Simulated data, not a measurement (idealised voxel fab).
Title: Process Module voxel local oxidation
Displayed cross-section: cut, width of 265 nm, square cells sized 5 nm.
Cross-section spec: square-cell grid; bands listed top down; each band is one or more rows. Look at the band entry: it leads with the top's height and the bottom's height in nm. Then it lists the materials left to right, with a width in nm for each. The word "all across" on a single material says that material fills the band edge to edge. The word "air" is empty space. Heights are reckoned from 0. Under this level, the received wafer is all of one material. The bottommost band is open-ended downward, for example "0 nm and below". The expression "30 to 40" gives the width at the extremes of the band, the first number at its top row of cells and the second at its bottom row, with the width changing by equal amounts from each row to the next in between. The cross-section has no changed cell in any step marked "nothing different". Listed in "Closed void entries": every empty space of 8 or more cells without an open way to the top. Form: width x height at distance, the distance being from the left edge, all in nm. On each step's line, the part that comes after the settings is the simulator's own comment on the step. overlay nm: how far to the right of its planned place the mask lay on this masked step (negative: to the left).
**So here's the lineup of process steps we planned**
| 1 | RECEIVE | material Si |
| 2 | CONFORMAL_DEP | material SiO2 | thk nm 5 |
| 3 | CONFORMAL_DEP | material SiN | thk nm 15 |
| 4 | DIRECTIONAL_DEP | material aC | thk nm 15 |
| 5 | PATTERN | tone cover | mask id ACTIVE | material resist | width nm 105 | thk nm 35 | overlay nm 0 |
| 6 | DIRECTIONAL_ETCH | etch materials aC | depth nm 15 |
| 7 | STRIP | etch materials resist |
| 8 | DIRECTIONAL_ETCH | etch materials SiN | depth nm 15 |
| 9 | STRIP | etch materials aC |
| 10 | SELECTIVE_ETCH | etch materials SiO2 | depth nm 5 |
| 11 | OXIDIZE | depth nm 10 |
| 12 | STRIP | etch materials SiN |
The plan shows the width nm of step 5 as the first wafer had it; this setting differs between the wafers, which start out alike.
**As-received state after step 1, first of several wafers, cross-section**
0 nm and below = Si all across
Closed void entries: none
**First wafer of several, cross-section, module end, after step 12 (last)**
5 nm to 0 nm = air 85 nm | SiO2 95 nm | air 85 nm
0 nm to -10 nm = SiO2 95 nm | Si 75 nm | SiO2 95 nm
-10 nm and below = Si all across
Closed void entries: none
**Of the several wafers, the last: cross-section at the end of the module**
5 nm to 0 nm = air 75 nm | SiO2 120 nm | air 70 nm
0 nm to -10 nm = SiO2 85 nm | Si 100 nm | SiO2 80 nm
-10 nm and below = Si all across
Closed void entries: none
**Per wafer, end of module: cells gained (+) or lost (-) per material since receipt, then closed voids**
width nm 105, -76 Si, +95 SiO2, Closed void entries: none
width nm 110, -74 Si, +94 SiO2, Closed void entries: none
width nm 115, -72 Si, +93 SiO2, Closed void entries: none
width nm 120, -70 Si, +92 SiO2, Closed void entries: none
width nm 125, -68 Si, +91 SiO2, Closed void entries: none
width nm 130, -66 Si, +90 SiO2, Closed void entries: none
